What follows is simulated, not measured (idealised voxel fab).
Process module, titled voxel capacitor over wiring
Shown is cross-section cut, with a width of 275 nm and square cells of size 5 nm.
The cross-sections in this document take the form of a grid made of square cells. They are written out as bands, in order from top to bottom. Each band consists of one or more rows of cells.
The band entry comprises the height of the band's top followed by the height of its bottom, expressed in nm, and subsequently the band's materials from left to right, each stated together with its width in nm. Where a single material is marked with the word "everywhere", that material fills the band from edge to edge. The word "empty" represents empty space.
Heights are measured from 0, the level below which the as-received wafer is all one material; the lowest band has no bottom and continues downward, written as in "0 and below".
With a width like "30->40", each row of cells in the band differs from the next by the same amount, the top row carrying the first number and the bottom row the second.
Where the words "remained the same" appear for a step, the cross-section shows no cell changed by that step; every cell remained as before.
Any empty space of 8 cells or more lacking an open way to the top shows up in "Trapped void list" as width x height at distance, distance from the left edge, in nm.
Step line, after settings: the simulator's comment on this step.
When a step includes a mask, the "overlay nm" setting on its line states how far to the right of its planned place that mask lay, and negative values state how far to the left.
If you're wondering how to read the rest of this, here's the deal. It's pairs of cross-sections: one from before a process step, one from after it. The after one is only drawn as far down as the lowest band that changed. Right under each pair you'll see which step sits between them and what its settings were. Don't read the pairs as one continuous story, though. They can come from different runs of this module on the same starting wafer, and a pair only carries on from the one above it where its entry headed "Preceding state" says so.
Preceding state:
> 75 down to 70: 95 of empty | 25 of TiN | 155 of empty
> 70 down to 65: 95 of empty | 25 of HfO2 | 155 of empty
> 65 down to 60: 90 of empty | 65 of TiN | 120 of empty
> 60 down to 55: 90 of empty | 30 of TiN | 35 of HfO2 | 120 of empty
> 55 down to 45: 85 of empty | 35 of Ru | 40 of TiN | 115 of empty
> 45 down to 35: 95 of SiO2 | 15 of Ru | 165 of SiO2
> 35 down to 30: 95 of SiCN | 15 of Ru | 165 of SiCN
> 30 down to 15: 80 of SiO2 | 5 of SiCN | 25 of W | 5 of SiCN | 45 of SiO2 | 5 of SiCN | 25 of W | 5 of SiCN | 80 of SiO2
> 15 down to 10: 85 of SiCN | 25 of TiN | 55 of SiCN | 25 of TiN | 85 of SiCN
> 10 down to 0: SiO2 everywhere
> 0 and below: Si everywhere
> Trapped void list: none
Step Result:
> 95 down to 75: SiO2 everywhere
> 75 down to 70: 95 of SiO2 | 25 of TiN | 155 of SiO2
> 70 down to 65: 95 of SiO2 | 25 of HfO2 | 155 of SiO2
> 65 down to 60: 90 of SiO2 | 65 of TiN | 120 of SiO2
> 60 down to 55: 90 of SiO2 | 30 of TiN | 35 of HfO2 | 120 of SiO2
> 55 down to 45: 85 of SiO2 | 35 of Ru | 40 of TiN | 115 of SiO2
> Unchanged below 45.
> Trapped void list: none
Process step bridging the above cross-sections: FILL_DEP | material SiO2 | thk nm 20
Preceding state: The prior state of this step coincides with the post-step cross-section of the pair just above.
Step Result:
> 80 down to 75: SiO2 everywhere
> Unchanged below 75.
> Trapped void list: none
Process step bridging the above cross-sections: CMP | height nm 80
Preceding state: The prior state of this step coincides with the post-step cross-section of the pair just above.
Step Result:
> 90 down to 80: aC everywhere
> Unchanged below 80.
> Trapped void list: none
Process step bridging the above cross-sections: DIRECTIONAL_DEP | material aC | thk nm 10
Preceding state: The prior state of this step coincides with the post-step cross-section of the pair just above.
Step Result:
> 120 down to 90: 105 of resist | 15 of empty | 155 of resist
> Unchanged below 90.
> Trapped void list: none
Process step bridging the above cross-sections: PATTERN | tone open | mask id PLUG_2 | material resist | width nm 15 | thk nm 30 | overlay nm 0
Preceding state: The prior state of this step coincides with the post-step cross-section of the pair just above.
Step Result:
> 110 down to 90: 105 of resist | 15 of empty | 155 of resist
> 90 down to 80: 105 of aC | 15 of empty | 155 of aC
> Unchanged below 80.
> Trapped void list: none
Process step bridging the above cross-sections: DIRECTIONAL_ETCH | etch materials aC | depth nm 10
Preceding state: The prior state of this step coincides with the post-step cross-section of the pair just above.
Step Result:
> 90 down to 80: 105 of aC | 15 of empty | 155 of aC
> Unchanged below 80.
> Trapped void list: none
Process step bridging the above cross-sections: STRIP | etch materials resist
Preceding state: The prior state of this step coincides with the post-step cross-section of the pair just above.
Step Result:
> 90 down to 80: 105 of aC | 15 of empty | 155 of aC
> 80 down to 75: 105 of SiO2 | 15 of empty | 155 of SiO2
> Unchanged below 75.
> Trapped void list: none
Process step bridging the above cross-sections: DIRECTIONAL_ETCH | etch materials SiO2 | depth nm 15
Preceding state: The prior state of this step coincides with the post-step cross-section of the pair just above.
Step Result:
> 80 down to 75: 105 of SiO2 | 15 of empty | 155 of SiO2
> Unchanged below 75.
> Trapped void list: none
Process step bridging the above cross-sections: STRIP | etch materials aC
Preceding state: The prior state of this step coincides with the post-step cross-section of the pair just above.
Step Result:
> 85 down to 80: 110 of TiN | 5 of empty | 160 of TiN
> 80 down to 70: 105->95 of SiO2 | 15->25 of TiN | 155 of SiO2
> Unchanged below 70.
> Trapped void list: none
Process step bridging the above cross-sections: CONFORMAL_DEP | material TiN | thk nm 5
Preceding state: The prior state of this step coincides with the post-step cross-section of the pair just above.
Step Result:
> 90 down to 85: W everywhere
> 85 down to 80: 110 of TiN | 5 of W | 160 of TiN
> Unchanged below 80.
> Trapped void list: none
Process step bridging the above cross-sections: FILL_DEP | material W | thk nm 5
Preceding state: The prior state of this step coincides with the post-step cross-section of the pair just above.
Step Result:
> 80 down to 70: 105->95 of SiO2 | 15->25 of TiN | 155 of SiO2
> Unchanged below 70.
> Trapped void list: none
Process step bridging the above cross-sections: CMP | height nm 80
Preceding state: The prior state of this step coincides with the post-step cross-section of the pair just above.
Step Result:
> 85 down to 80: SiCN everywhere
> Unchanged below 80.
> Trapped void list: none
Process step bridging the above cross-sections: CONFORMAL_DEP | material SiCN | thk nm 5
Preceding state:
> 55 down to 45: TiN everywhere
> 45 down to 35: 95 of SiO2 | 15 of Ru | 165 of SiO2
> 35 down to 30: 95 of SiCN | 15 of Ru | 165 of SiCN
> 30 down to 15: 80 of SiO2 | 5 of SiCN | 25 of W | 5 of SiCN | 45 of SiO2 | 5 of SiCN | 25 of W | 5 of SiCN | 80 of SiO2
> 15 down to 10: 85 of SiCN | 25 of TiN | 55 of SiCN | 25 of TiN | 85 of SiCN
> 10 down to 0: SiO2 everywhere
> 0 and below: Si everywhere
> Trapped void list: none
Step Result:
> 60 down to 45: TiN everywhere
> Unchanged below 45.
> Trapped void list: none
Process step bridging the above cross-sections: DIRECTIONAL_DEP | material TiN | thk nm 5
Preceding state: The prior state of this step coincides with the post-step cross-section of the pair just above.
Step Result:
> 65 down to 60: HfO2 everywhere
> Unchanged below 60.
> Trapped void list: none
Process step bridging the above cross-sections: DIRECTIONAL_DEP | material HfO2 | thk nm 5
Preceding state: The prior state of this step coincides with the post-step cross-section of the pair just above.
Step Result:
> 80 down to 65: aC everywhere
> Unchanged below 65.
> Trapped void list: none
Process step bridging the above cross-sections: DIRECTIONAL_DEP | material aC | thk nm 15
Preceding state: The prior state of this step coincides with the post-step cross-section of the pair just above.
Step Result:
> 110 down to 80: 95 of empty | 60 of resist | 120 of empty
> Unchanged below 80.
> Trapped void list: none
Process step bridging the above cross-sections: PATTERN | tone cover | mask id UPPER_PLATE | material resist | width nm 60 | thk nm 30 | overlay nm 0
Preceding state: The prior state of this step coincides with the post-step cross-section of the pair just above.
Step Result:
> 95 down to 80: 95 of empty | 60 of resist | 120 of empty
> 80 down to 65: 95 of empty | 60 of aC | 120 of empty
> Unchanged below 65.
> Trapped void list: none
Process step bridging the above cross-sections: DIRECTIONAL_ETCH | etch materials aC | depth nm 15
Preceding state: The prior state of this step coincides with the post-step cross-section of the pair just above.
Step Result:
> 80 down to 65: 95 of empty | 60 of aC | 120 of empty
> Unchanged below 65.
> Trapped void list: none
Process step bridging the above cross-sections: STRIP | etch materials resist
Preceding state: The prior state of this step coincides with the post-step cross-section of the pair just above.
Step Result:
> 80 down to 65: 95 of empty | 60 of aC | 120 of empty
> 65 down to 60: 95 of empty | 60 of HfO2 | 120 of empty
> Unchanged below 60.
> Trapped void list: none
Process step bridging the above cross-sections: DIRECTIONAL_ETCH | etch materials HfO2 | depth nm 5
Preceding state: The prior state of this step coincides with the post-step cross-section of the pair just above.
Step Result:
> 65 down to 60: 95 of empty | 60 of HfO2 | 120 of empty
> Unchanged below 60.
> Trapped void list: none
Process step bridging the above cross-sections: STRIP | etch materials aC
Preceding state: The prior state of this step coincides with the post-step cross-section of the pair just above.
Step Result:
> 65 down to 60: 95 of empty | 60 of HfO2 | 120 of empty
> 60 down to 50: 90 of empty | 70 of TiN | 115 of empty
> Unchanged below 50.
> Trapped void list: none
Process step bridging the above cross-sections: MASKED_ETCH | tone cover | mask id LOWER_PLATE | width nm 70 | etch materials TiN | depth nm 10 | overlay nm 0
Preceding state: The prior state of this step coincides with the post-step cross-section of the pair just above.
Step Result:
> 85 down to 65: SiO2 everywhere
> 65 down to 60: 95 of SiO2 | 60 of HfO2 | 120 of SiO2
> 60 down to 50: 90 of SiO2 | 70 of TiN | 115 of SiO2
> Unchanged below 50.
> Trapped void list: none
Process step bridging the above cross-sections: FILL_DEP | material SiO2 | thk nm 20
Preceding state: The prior state of this step coincides with the post-step cross-section of the pair just above.
Step Result:
> 80 down to 65: SiO2 everywhere
> Unchanged below 65.
> Trapped void list: none
Process step bridging the above cross-sections: CMP | height nm 80
Preceding state: The prior state of this step coincides with the post-step cross-section of the pair just above.
Step Result:
> 90 down to 80: aC everywhere
> Unchanged below 80.
> Trapped void list: none
Process step bridging the above cross-sections: DIRECTIONAL_DEP | material aC | thk nm 10
Preceding state: The prior state of this step coincides with the post-step cross-section of the pair just above.
Step Result:
> 120 down to 90: 105 of resist | 15 of empty | 155 of resist
> Unchanged below 90.
> Trapped void list: none
Process step bridging the above cross-sections: PATTERN | tone open | mask id PLUG_2 | material resist | width nm 15 | thk nm 30 | overlay nm 0
Preceding state: The prior state of this step coincides with the post-step cross-section of the pair just above.
Step Result:
> 110 down to 90: 105 of resist | 15 of empty | 155 of resist
> 90 down to 80: 105 of aC | 15 of empty | 155 of aC
> Unchanged below 80.
> Trapped void list: none
Process step bridging the above cross-sections: DIRECTIONAL_ETCH | etch materials aC | depth nm 10
Preceding state: The prior state of this step coincides with the post-step cross-section of the pair just above.
Step Result:
> 90 down to 80: 105 of aC | 15 of empty | 155 of aC
> Unchanged below 80.
> Trapped void list: none
Process step bridging the above cross-sections: STRIP | etch materials resist
Preceding state: The prior state of this step coincides with the post-step cross-section of the pair just above.
Step Result:
> 90 down to 80: 105 of aC | 15 of empty | 155 of aC
> 80 down to 65: 105 of SiO2 | 15 of empty | 155 of SiO2
> Unchanged below 65.
> Trapped void list: none
Process step bridging the above cross-sections: DIRECTIONAL_ETCH | etch materials SiO2 | depth nm 15
Preceding state: The prior state of this step coincides with the post-step cross-section of the pair just above.
Step Result:
> 80 down to 65: 105 of SiO2 | 15 of empty | 155 of SiO2
> Unchanged below 65.
> Trapped void list: none
Process step bridging the above cross-sections: STRIP | etch materials aC
Preceding state: The prior state of this step coincides with the post-step cross-section of the pair just above.
Step Result:
> 85 down to 80: 110 of TiN | 5 of empty | 160 of TiN
> 80 down to 70: 105 of SiO2 | 5 of TiN | 5 of empty | 5 of TiN | 155 of SiO2
> 70 down to 65: 105 of SiO2 | 15 of TiN | 155 of SiO2
> Unchanged below 65.
> Trapped void list: none
Process step bridging the above cross-sections: CONFORMAL_DEP | material TiN | thk nm 5
Preceding state: The prior state of this step coincides with the post-step cross-section of the pair just above.
Step Result:
> 90 down to 85: W everywhere
> 85 down to 80: 110 of TiN | 5 of W | 160 of TiN
> 80 down to 70: 105 of SiO2 | 5 of TiN | 5 of W | 5 of TiN | 155 of SiO2
> Unchanged below 70.
> Trapped void list: none
Process step bridging the above cross-sections: FILL_DEP | material W | thk nm 5
Preceding state: The prior state of this step coincides with the post-step cross-section of the pair just above.
Step Result:
> 80 down to 70: 105 of SiO2 | 5 of TiN | 5 of W | 5 of TiN | 155 of SiO2
> Unchanged below 70.
> Trapped void list: none
Process step bridging the above cross-sections: CMP | height nm 80
Preceding state: The prior state of this step coincides with the post-step cross-section of the pair just above.
Step Result:
> 85 down to 80: SiCN everywhere
> Unchanged below 80.
> Trapped void list: none
Process step bridging the above cross-sections: CONFORMAL_DEP | material SiCN | thk nm 5
Preceding state:
> 90 down to 85: W everywhere
> 85 down to 80: 110 of TiN | 5 of W | 160 of TiN
> 80 down to 70: 105 of SiO2 | 5 of TiN | 5 of W | 5 of TiN | 155 of SiO2
> 70 down to 60: 105->95 of SiO2 | 15->60 of TiN | 155->120 of SiO2
> 60 down to 55: 95 of SiO2 | 60 of HfO2 | 120 of SiO2
> 55 down to 45: 90 of SiO2 | 70 of TiN | 115 of SiO2
> 45 down to 35: 95 of SiO2 | 15 of Ru | 165 of SiO2
> 35 down to 30: 95 of SiCN | 15 of Ru | 165 of SiCN
> 30 down to 15: 80 of SiO2 | 5 of SiCN | 25 of W | 5 of SiCN | 45 of SiO2 | 5 of SiCN | 25 of W | 5 of SiCN | 80 of SiO2
> 15 down to 10: 85 of SiCN | 25 of TiN | 55 of SiCN | 25 of TiN | 85 of SiCN
> 10 down to 0: SiO2 everywhere
> 0 and below: Si everywhere
> Trapped void list: none
Step Result:
> 85 down to 80: 110 of TiN | 5 of W | 160 of TiN
> Unchanged below 80.
> Trapped void list: none
Process step bridging the above cross-sections: CMP | height nm 85
Preceding state: The prior state of this step coincides with the post-step cross-section of the pair just above.
Step Result:
> 90 down to 85: SiCN everywhere
> Unchanged below 85.
> Trapped void list: none
Process step bridging the above cross-sections: CONFORMAL_DEP | material SiCN | thk nm 5
Preceding state:
> 45 down to 30: aC everywhere
> 30 down to 15: W everywhere
> 15 down to 10: TiN everywhere
> 10 down to 0: SiO2 everywhere
> 0 and below: Si everywhere
> Trapped void list: none
Step Result:
> 80 down to 45: 90 of empty | 20 of resist | 60 of empty | 20 of resist | 85 of empty
> Unchanged below 45.
> Trapped void list: none
Process step bridging the above cross-sections: PATTERN | tone cover | mask id METAL_1 | material resist | width nm 20 | pitch nm 80 | thk nm 35 | overlay nm 0
Preceding state: The prior state of this step coincides with the post-step cross-section of the pair just above.
Step Result:
> 65 down to 45: 90 of empty | 20 of resist | 60 of empty | 20 of resist | 85 of empty
> 45 down to 30: 90 of empty | 20 of aC | 60 of empty | 20 of aC | 85 of empty
> Unchanged below 30.
> Trapped void list: none
Process step bridging the above cross-sections: DIRECTIONAL_ETCH | etch materials aC | depth nm 15
Preceding state: The prior state of this step coincides with the post-step cross-section of the pair just above.
Step Result:
> 45 down to 30: 90 of empty | 20 of aC | 60 of empty | 20 of aC | 85 of empty
> Unchanged below 30.
> Trapped void list: none
Process step bridging the above cross-sections: STRIP | etch materials resist
Preceding state: The prior state of this step coincides with the post-step cross-section of the pair just above.
Step Result:
> 45 down to 30: 90 of empty | 20 of aC | 60 of empty | 20 of aC | 85 of empty
> 30 down to 15: 90 of empty | 20 of W | 60 of empty | 20 of W | 85 of empty
> Unchanged below 15.
> Trapped void list: none
Process step bridging the above cross-sections: DIRECTIONAL_ETCH | etch materials W | depth nm 15
Preceding state: The prior state of this step coincides with the post-step cross-section of the pair just above.
Step Result:
> 45 down to 30: 90 of empty | 20 of aC | 60 of empty | 20 of aC | 85 of empty
> 30 down to 15: 90 of empty | 20 of W | 60 of empty | 20 of W | 85 of empty
> 15 down to 10: 90 of empty | 20 of TiN | 60 of empty | 20 of TiN | 85 of empty
> Unchanged below 10.
> Trapped void list: none
Process step bridging the above cross-sections: DIRECTIONAL_ETCH | etch materials TiN | depth nm 5
Preceding state: The prior state of this step coincides with the post-step cross-section of the pair just above.
Step Result:
> 30 down to 15: 90 of empty | 20 of W | 60 of empty | 20 of W | 85 of empty
> Unchanged below 15.
> Trapped void list: none
Process step bridging the above cross-sections: STRIP | etch materials aC
Preceding state: The prior state of this step coincides with the post-step cross-section of the pair just above.
Step Result:
> 35 down to 30: 85 of empty | 30 of SiCN | 50 of empty | 30 of SiCN | 80 of empty
> 30 down to 15: 85 of empty | 5 of SiCN | 20 of W | 5 of SiCN | 50 of empty | 5 of SiCN | 20 of W | 5 of SiCN | 80 of empty
> 15 down to 10: 90 of SiCN | 20 of TiN | 60 of SiCN | 20 of TiN | 85 of SiCN
> Unchanged below 10.
> Trapped void list: none
Process step bridging the above cross-sections: CONFORMAL_DEP | material SiCN | thk nm 5
Preceding state: The prior state of this step coincides with the post-step cross-section of the pair just above.
Step Result:
> 45 down to 35: SiO2 everywhere
> 35 down to 30: 85 of SiO2 | 30 of SiCN | 50 of SiO2 | 30 of SiCN | 80 of SiO2
> 30 down to 15: 85 of SiO2 | 5 of SiCN | 20 of W | 5 of SiCN | 50 of SiO2 | 5 of SiCN | 20 of W | 5 of SiCN | 80 of SiO2
> Unchanged below 15.
> Trapped void list: none
Process step bridging the above cross-sections: FILL_DEP | material SiO2 | thk nm 10
Preceding state: The prior state of this step coincides with the post-step cross-section of the pair just above.
Step Result:
> 30 down to 15: 85 of SiO2 | 5 of SiCN | 20 of W | 5 of SiCN | 50 of SiO2 | 5 of SiCN | 20 of W | 5 of SiCN | 80 of SiO2
> Unchanged below 15.
> Trapped void list: none
Process step bridging the above cross-sections: CMP | height nm 30
Preceding state: The prior state of this step coincides with the post-step cross-section of the pair just above.
Step Result:
> 35 down to 30: SiCN everywhere
> Unchanged below 30.
> Trapped void list: none
Process step bridging the above cross-sections: CONFORMAL_DEP | material SiCN | thk nm 5
Preceding state: The prior state of this step coincides with the post-step cross-section of the pair just above.
Step Result:
> 45 down to 35: SiO2 everywhere
> Unchanged below 35.
> Trapped void list: none
Process step bridging the above cross-sections: DIRECTIONAL_DEP | material SiO2 | thk nm 10
Preceding state: The prior state of this step coincides with the post-step cross-section of the pair just above.
Step Result:
> 45 down to 35: 95 of SiO2 | 15 of empty | 165 of SiO2
> Unchanged below 35.
> Trapped void list: none
Process step bridging the above cross-sections: MASKED_ETCH | tone open | mask id PLUG_1 | width nm 15 | etch materials SiO2 | depth nm 10 | overlay nm 0
Preceding state: The prior state of this step coincides with the post-step cross-section of the pair just above.
Step Result:
> 45 down to 35: 95 of SiO2 | 15 of empty | 165 of SiO2
> 35 down to 30: 95 of SiCN | 15 of empty | 165 of SiCN
> Unchanged below 30.
> Trapped void list: none
Process step bridging the above cross-sections: MASKED_ETCH | tone open | mask id PLUG_1 | width nm 15 | etch materials SiCN | depth nm 5 | overlay nm 0
Preceding state: The prior state of this step coincides with the post-step cross-section of the pair just above.
Step Result:
> 45 down to 40: 95 of SiO2 | 15 of empty | 165 of SiO2
> 40 down to 35: 95 of SiO2 | 15 of Ru | 165 of SiO2
> 35 down to 30: 95 of SiCN | 15 of Ru | 165 of SiCN
> Unchanged below 30.
> Trapped void list: none
Process step bridging the above cross-sections: EPI | material Ru | thk nm 10
Preceding state: The prior state of this step coincides with the post-step cross-section of the pair just above.
Step Result:
> 45 down to 35: 95 of SiO2 | 15 of Ru | 165 of SiO2
> Unchanged below 35.
> Trapped void list: none
Process step bridging the above cross-sections: EPI | material Ru | thk nm 5
Preceding state: The prior state of this step coincides with the post-step cross-section of the pair just above.
Step Result:
> 55 down to 45: TiN everywhere
> Unchanged below 45.
> Trapped void list: none
Process step bridging the above cross-sections: DIRECTIONAL_DEP | material TiN | thk nm 10
Preceding state: The prior state of this step coincides with the post-step cross-section of the pair just above.
Step Result:
> 60 down to 55: HfO2 everywhere
> Unchanged below 55.
> Trapped void list: none
Process step bridging the above cross-sections: DIRECTIONAL_DEP | material HfO2 | thk nm 5
Preceding state: The prior state of this step coincides with the post-step cross-section of the pair just above.
Step Result:
> 65 down to 60: TiN everywhere
> Unchanged below 60.
> Trapped void list: none
Process step bridging the above cross-sections: DIRECTIONAL_DEP | material TiN | thk nm 5
Preceding state: The prior state of this step coincides with the post-step cross-section of the pair just above.
Step Result:
> 80 down to 65: aC everywhere
> Unchanged below 65.
> Trapped void list: none
Process step bridging the above cross-sections: DIRECTIONAL_DEP | material aC | thk nm 15
Preceding state: The prior state of this step coincides with the post-step cross-section of the pair just above.
Step Result:
> 110 down to 80: 95 of empty | 60 of resist | 120 of empty
> Unchanged below 80.
> Trapped void list: none
Process step bridging the above cross-sections: PATTERN | tone cover | mask id UPPER_PLATE | material resist | width nm 60 | thk nm 30 | overlay nm 0
Preceding state: The prior state of this step coincides with the post-step cross-section of the pair just above.
Step Result:
> 95 down to 80: 95 of empty | 60 of resist | 120 of empty
> 80 down to 65: 95 of empty | 60 of aC | 120 of empty
> Unchanged below 65.
> Trapped void list: none
Process step bridging the above cross-sections: DIRECTIONAL_ETCH | etch materials aC | depth nm 15
Preceding state: The prior state of this step coincides with the post-step cross-section of the pair just above.
Step Result:
> 80 down to 65: 95 of empty | 60 of aC | 120 of empty
> Unchanged below 65.
> Trapped void list: none
Process step bridging the above cross-sections: STRIP | etch materials resist
Preceding state: The prior state of this step coincides with the post-step cross-section of the pair just above.
Step Result:
> 80 down to 65: 95 of empty | 60 of aC | 120 of empty
> 65 down to 60: 95 of empty | 60 of TiN | 120 of empty
> Unchanged below 60.
> Trapped void list: none
Process step bridging the above cross-sections: DIRECTIONAL_ETCH | etch materials TiN | depth nm 5
Preceding state: The prior state of this step coincides with the post-step cross-section of the pair just above.
Step Result:
> 80 down to 65: 95 of empty | 60 of aC | 120 of empty
> 65 down to 60: 95 of empty | 60 of TiN | 120 of empty
> 60 down to 55: 95 of empty | 60 of HfO2 | 120 of empty
> Unchanged below 55.
> Trapped void list: none
Process step bridging the above cross-sections: DIRECTIONAL_ETCH | etch materials HfO2 | depth nm 5
Preceding state: The prior state of this step coincides with the post-step cross-section of the pair just above.
Step Result:
> 65 down to 60: 95 of empty | 60 of TiN | 120 of empty
> Unchanged below 60.
> Trapped void list: none
Process step bridging the above cross-sections: STRIP | etch materials aC
Preceding state: The prior state of this step coincides with the post-step cross-section of the pair just above.
Step Result:
> 65 down to 60: 95 of empty | 60 of TiN | 120 of empty
> 60 down to 55: 95 of empty | 60 of HfO2 | 120 of empty
> 55 down to 45: 90 of empty | 70 of TiN | 115 of empty
> Unchanged below 45.
> Trapped void list: none
Process step bridging the above cross-sections: MASKED_ETCH | tone cover | mask id LOWER_PLATE | width nm 70 | etch materials TiN | depth nm 10 | overlay nm 0
Preceding state: The prior state of this step coincides with the post-step cross-section of the pair just above.
Step Result:
> 85 down to 65: SiO2 everywhere
> 65 down to 60: 95 of SiO2 | 60 of TiN | 120 of SiO2
> 60 down to 55: 95 of SiO2 | 60 of HfO2 | 120 of SiO2
> 55 down to 45: 90 of SiO2 | 70 of TiN | 115 of SiO2
> Unchanged below 45.
> Trapped void list: none
Process step bridging the above cross-sections: FILL_DEP | material SiO2 | thk nm 20
Preceding state: The prior state of this step coincides with the post-step cross-section of the pair just above.
Step Result:
> 80 down to 65: SiO2 everywhere
> Unchanged below 65.
> Trapped void list: none
Process step bridging the above cross-sections: CMP | height nm 80
Preceding state: The prior state of this step coincides with the post-step cross-section of the pair just above.
Step Result:
> 90 down to 80: aC everywhere
> Unchanged below 80.
> Trapped void list: none
Process step bridging the above cross-sections: DIRECTIONAL_DEP | material aC | thk nm 10
Preceding state: The prior state of this step coincides with the post-step cross-section of the pair just above.
Step Result:
> 120 down to 90: 105 of resist | 15 of empty | 155 of resist
> Unchanged below 90.
> Trapped void list: none
Process step bridging the above cross-sections: PATTERN | tone open | mask id PLUG_2 | material resist | width nm 15 | thk nm 30 | overlay nm 0
Preceding state: The prior state of this step coincides with the post-step cross-section of the pair just above.
Step Result:
> 110 down to 90: 105 of resist | 15 of empty | 155 of resist
> 90 down to 80: 105 of aC | 15 of empty | 155 of aC
> Unchanged below 80.
> Trapped void list: none
Process step bridging the above cross-sections: DIRECTIONAL_ETCH | etch materials aC | depth nm 10
Preceding state: The prior state of this step coincides with the post-step cross-section of the pair just above.
Step Result:
> 90 down to 80: 105 of aC | 15 of empty | 155 of aC
> Unchanged below 80.
> Trapped void list: none
Process step bridging the above cross-sections: STRIP | etch materials resist
Preceding state: The prior state of this step coincides with the post-step cross-section of the pair just above.
Step Result:
> 90 down to 80: 105 of aC | 15 of empty | 155 of aC
> 80 down to 65: 105 of SiO2 | 15 of empty | 155 of SiO2
> Unchanged below 65.
> Trapped void list: none
Process step bridging the above cross-sections: DIRECTIONAL_ETCH | etch materials SiO2 | depth nm 15
Preceding state: The prior state of this step coincides with the post-step cross-section of the pair just above.
Step Result:
> 80 down to 65: 105 of SiO2 | 15 of empty | 155 of SiO2
> Unchanged below 65.
> Trapped void list: none
Process step bridging the above cross-sections: STRIP | etch materials aC
Preceding state: The prior state of this step coincides with the post-step cross-section of the pair just above.
Step Result:
> 85 down to 80: 110 of TiN | 5 of empty | 160 of TiN
> 80 down to 70: 105 of SiO2 | 5 of TiN | 5 of empty | 5 of TiN | 155 of SiO2
> 70 down to 60: 105->95 of SiO2 | 15->60 of TiN | 155->120 of SiO2
> Unchanged below 60.
> Trapped void list: none
Process step bridging the above cross-sections: CONFORMAL_DEP | material TiN | thk nm 5
Preceding state: The prior state of this step coincides with the post-step cross-section of the pair just above.
Step Result:
> 90 down to 85: W everywhere
> 85 down to 80: 110 of TiN | 5 of W | 160 of TiN
> 80 down to 70: 105 of SiO2 | 5 of TiN | 5 of W | 5 of TiN | 155 of SiO2
> Unchanged below 70.
> Trapped void list: none
Process step bridging the above cross-sections: FILL_DEP | material W | thk nm 5
Preceding state: The prior state of this step coincides with the post-step cross-section of the pair just above.
Step Result:
> 80 down to 70: 105 of SiO2 | 5 of TiN | 5 of W | 5 of TiN | 155 of SiO2
> Unchanged below 70.
> Trapped void list: none
Process step bridging the above cross-sections: CMP | height nm 80
Preceding state: The prior state of this step coincides with the post-step cross-section of the pair just above.
Step Result:
> 85 down to 80: SiCN everywhere
> Unchanged below 80.
> Trapped void list: none
Process step bridging the above cross-sections: CONFORMAL_DEP | material SiCN | thk nm 5
Preceding state:
> 45 down to 35: 95 of SiO2 | 15 of empty | 165 of SiO2
> 35 down to 30: SiCN everywhere
> 30 down to 15: 80 of SiO2 | 5 of SiCN | 25 of W | 5 of SiCN | 45 of SiO2 | 5 of SiCN | 25 of W | 5 of SiCN | 80 of SiO2
> 15 down to 10: 85 of SiCN | 25 of TiN | 55 of SiCN | 25 of TiN | 85 of SiCN
> 10 down to 0: SiO2 everywhere
> 0 and below: Si everywhere
> Trapped void list: none
Step Result:
> 45 down to 35: 95 of SiO2 | 15 of empty | 165 of SiO2
> 35 down to 30: 105 of SiCN | 5 of empty | 165 of SiCN
> Unchanged below 30.
> Trapped void list: none
Process step bridging the above cross-sections: MASKED_ETCH | tone open | mask id PLUG_1 | width nm 15 | etch materials SiCN | depth nm 5 | overlay nm 10
Preceding state: The prior state of this step coincides with the post-step cross-section of the pair just above.
Step Result:
> 45 down to 40: 95 of SiO2 | 15 of empty | 165 of SiO2
> 40 down to 35: 95 of SiO2 | 5 of empty | 10 of Ru | 165 of SiO2
> 35 down to 30: 105 of SiCN | 5 of Ru | 165 of SiCN
> Unchanged below 30.
> Trapped void list: none
Process step bridging the above cross-sections: EPI | material Ru | thk nm 10
Preceding state: The prior state of this step coincides with the post-step cross-section of the pair just above.
Step Result:
> 45 down to 35: 95 of SiO2 | 15 of Ru | 165 of SiO2
> Unchanged below 35.
> Trapped void list: none
Process step bridging the above cross-sections: EPI | material Ru | thk nm 5
Preceding state: The prior state of this step coincides with the post-step cross-section of the pair just above.
Step Result:
> 55 down to 45: TiN everywhere
> Unchanged below 45.
> Trapped void list: none
Process step bridging the above cross-sections: DIRECTIONAL_DEP | material TiN | thk nm 10
Preceding state: The prior state of this step coincides with the post-step cross-section of the pair just above.
Step Result:
> 60 down to 55: HfO2 everywhere
> Unchanged below 55.
> Trapped void list: none
Process step bridging the above cross-sections: DIRECTIONAL_DEP | material HfO2 | thk nm 5
Preceding state: The prior state of this step coincides with the post-step cross-section of the pair just above.
Step Result:
> 65 down to 60: TiN everywhere
> Unchanged below 60.
> Trapped void list: none
Process step bridging the above cross-sections: DIRECTIONAL_DEP | material TiN | thk nm 5
Preceding state: The prior state of this step coincides with the post-step cross-section of the pair just above.
Step Result:
> 80 down to 65: aC everywhere
> Unchanged below 65.
> Trapped void list: none
Process step bridging the above cross-sections: DIRECTIONAL_DEP | material aC | thk nm 15
Preceding state: The prior state of this step coincides with the post-step cross-section of the pair just above.
Step Result:
> 110 down to 80: 95 of empty | 60 of resist | 120 of empty
> Unchanged below 80.
> Trapped void list: none
Process step bridging the above cross-sections: PATTERN | tone cover | mask id UPPER_PLATE | material resist | width nm 60 | thk nm 30 | overlay nm 0
Preceding state: The prior state of this step coincides with the post-step cross-section of the pair just above.
Step Result:
> 95 down to 80: 95 of empty | 60 of resist | 120 of empty
> 80 down to 65: 95 of empty | 60 of aC | 120 of empty
> Unchanged below 65.
> Trapped void list: none
Process step bridging the above cross-sections: DIRECTIONAL_ETCH | etch materials aC | depth nm 15
Preceding state: The prior state of this step coincides with the post-step cross-section of the pair just above.
Step Result:
> 80 down to 65: 95 of empty | 60 of aC | 120 of empty
> Unchanged below 65.
> Trapped void list: none
Process step bridging the above cross-sections: STRIP | etch materials resist
Preceding state: The prior state of this step coincides with the post-step cross-section of the pair just above.
Step Result:
> 80 down to 65: 95 of empty | 60 of aC | 120 of empty
> 65 down to 60: 95 of empty | 60 of TiN | 120 of empty
> Unchanged below 60.
> Trapped void list: none
Process step bridging the above cross-sections: DIRECTIONAL_ETCH | etch materials TiN | depth nm 5
Preceding state: The prior state of this step coincides with the post-step cross-section of the pair just above.
Step Result:
> 80 down to 65: 95 of empty | 60 of aC | 120 of empty
> 65 down to 60: 95 of empty | 60 of TiN | 120 of empty
> 60 down to 55: 95 of empty | 60 of HfO2 | 120 of empty
> Unchanged below 55.
> Trapped void list: none
Process step bridging the above cross-sections: DIRECTIONAL_ETCH | etch materials HfO2 | depth nm 5
Preceding state: The prior state of this step coincides with the post-step cross-section of the pair just above.
Step Result:
> 65 down to 60: 95 of empty | 60 of TiN | 120 of empty
> Unchanged below 60.
> Trapped void list: none
Process step bridging the above cross-sections: STRIP | etch materials aC
